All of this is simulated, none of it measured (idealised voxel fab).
Proc. module: voxel ribs on slabs
It is cross-section cut that appears here, measuring 160 nm in width, its square cells being 5 nm in size.
The cross-sections in this document take the form of a grid made of square cells. They are written out as bands, in order from top to bottom. Each band consists of one or more rows of cells.
What a band's entry tells you: where the top is and where the bottom is, as heights in nm, and after that what lies inside, material by material from left to right, each with its width in nm. Empty space is written as the word "blank", and a single material marked with the word "throughout" occupies the band from edge to edge.
Heads up on the height convention: 0 is the point under which the incoming wafer is all one material, and the lowest band has no bottom, it just keeps going down, like "0 -> down".
It should be noted that a width expressed as "30 to 40" varies in equal increments from row to row of cells within the band, taking the value of the first number at the top row and that of the second number at the bottom row.
When a step is marked "nothing different", none of the cells in the cross-section changed during that step.
Closed-off voids of 8+ cells (no open route to the top) go in "Completely enclosed voids", written width x height at distance from the left edge, in nm.
What comes after the settings on a step's line is commentary from the simulator itself on that step.
overlay nm: how far to the right of its planned place the mask lay on this masked step (negative: to the left).
**The process steps that were planned are listed below**
1. op RECEIVE | material Si
2. op DIRECTIONAL_DEP | material SiO2 | thk nm 30
3. op DIRECTIONAL_DEP | material SiN | thk nm 25
4. op PATTERN | tone cover | mask id RIB | material resist | width nm 15 | thk nm 15 | overlay nm 0
5. op DIRECTIONAL_ETCH | etch materials SiN | depth nm 10
6. op STRIP | etch materials resist
7. op PATTERN | tone cover | mask id SLAB | material resist | width nm 55 | thk nm 20 | overlay nm 0
8. op DIRECTIONAL_ETCH | etch materials SiN | depth nm 15
9. op STRIP | etch materials resist
10. op FILL_DEP | material SiO2 | thk nm 25
11. op CMP | height nm 70
12. op DIRECTIONAL_DEP | material TiN | thk nm 10
13. op MASKED_ETCH | tone cover | mask id HEATER | width nm 25 | etch materials TiN | depth nm 10 | overlay nm 0
14. op CONFORMAL_DEP | material SiN | thk nm 10
**Cross-sectional view of the wafer in its as-received condition, corresponding to the state after step 1**
> 0 -> down  Si throughout
> Completely enclosed voids: none
**This is how the wafer looks in cross-section once the module is done, given the starting state and plan above and one mistake in carrying the plan out**
> 80 -> 70  blank 65  TiN 25  blank 70
> 70 -> 55  SiO2 throughout
> 55 -> 45  SiO2 70  SiN 15  SiO2 75
> 45 -> 30  SiO2 50  SiN 55  SiO2 55
> 30 -> 0  SiO2 throughout
> 0 -> down  Si throughout
> Completely enclosed voids: none
Want to know what went wrong? step 14 of the plan never got run, it was skipped over
